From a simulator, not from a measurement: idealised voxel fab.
The document below concerns the process module designated voxel gate over fins.
The cross-section on display is named cut; it measures 210 nm wide, and its cells are 5 nm squares.
Cross-section spec: square-cell grid; bands listed top down; each band is one or more rows. Heights first: top, then bottom, in nm. Then materials, left to right, each with a width in nm. "everywhere" on a single material: fills the band edge to edge. "air": empty space. A quick word on heights: they are counted from 0, and under that level the wafer as it came to us is one material throughout. The lowest band is different from the rest in having no bottom; it simply continues downward, written as in "0 down". Width "30->40": first value at the band's top row of cells, second value at its bottom row, equal change from row to row. "left unchanged" (step): cross-section cells unchanged, all of them. "closed voids" lists enclosed empty spaces (at least 8 cells, no open path upward to the top), each as width x height at distance from the left edge, in nm. Past the settings on a step's line: simulator remark, on that step. For masked steps, "overlay nm" on the step line gives how far right of plan the mask actually lay; a minus sign means it lay to the left.

### Process steps (planned)
1 RECEIVE: material Si
2 CONFORMAL_DEP: material SiN, thk nm 10
3 MASKED_ETCH: tone cover, mask id FINS, width nm 15, pitch nm 35, etch materials SiN, depth nm 10, overlay nm 0
4 MASKED_ETCH: tone cover, mask id FINS, width nm 15, pitch nm 35, etch materials Si, depth nm 40, overlay nm 0
5 OXIDIZE: depth nm 5
6 FILL_DEP: material SiO2, thk nm 10
7 CMP: height nm 10
8 SELECTIVE_ETCH: etch materials SiO2, depth nm 20
9 STRIP: etch materials SiN
10 CONFORMAL_DEP: material HfO2, thk nm 5
11 CONFORMAL_DEP: material TiN, thk nm 5
12 FILL_DEP: material W, thk nm 10
13 CMP: height nm 15
14 CONFORMAL_DEP: material SiCN, thk nm 10

### As-received state of the wafer in cross-section, equivalent to post-step 1
  0 down = Si everywhere
  closed voids: none

### Module complete - cross-section of the first of two wafers, run according to plan
  25 to 15 = SiCN everywhere
  15 to 10 = W everywhere
  10 to 5 = 75 W, 25 TiN, 10 W, 25 TiN, 75 W
  5 to 0 = 75 W, 5 TiN, 15 HfO2, 5 TiN, 10 W, 5 TiN, 15 HfO2, 5 TiN, 75 W
  0 to -5 = 80 TiN, 5 HfO2, 5 Si, 5 HfO2, 20 TiN, 5 HfO2, 5 Si, 5 HfO2, 80 TiN
  -5 to -10 = 85 HfO2, 5 Si, 30 HfO2, 5 Si, 85 HfO2
  -10 to -45 = 85 SiO2, 5 Si, 30 SiO2, 5 Si, 85 SiO2
  -45 down = Si everywhere
  closed voids: none

### Module end: cross-section of wafer two of two. Same start and process plan as the first wafer. One mistake during execution
  25 to 15 = SiCN everywhere
  15 to 10 = W everywhere
  10 to 5 = 65 W, 25 TiN, 10 W, 25 TiN, 85 W
  5 to 0 = 65 W, 5 TiN, 15 HfO2, 20 TiN, 15 HfO2, 15 TiN, 75 W
  0 to -5 = 70 TiN, 5 HfO2, 5 Si, 15 HfO2, 10 TiN, 5 HfO2, 5 Si, 15 HfO2, 80 TiN
  -5 to -10 = 75 HfO2, 15 Si, 20 HfO2, 15 Si, 85 HfO2
  -10 to -45 = 75 SiO2, 15 Si, 20 SiO2, 15 Si, 85 SiO2
  -45 down = Si everywhere
  closed voids: none
So what did we get wrong on this run? the process deviated at step 3: the operation and settings actually run there were MASKED_ETCH: tone cover, mask id FINS, width nm 15, pitch nm 35, etch materials SiN, depth nm 10, overlay nm -10
Looking at both finished wafers in cells, the second ends up ahead of or behind the first on some materials: Si: 32 more; SiO2: 28 fewer; W: 4 fewer
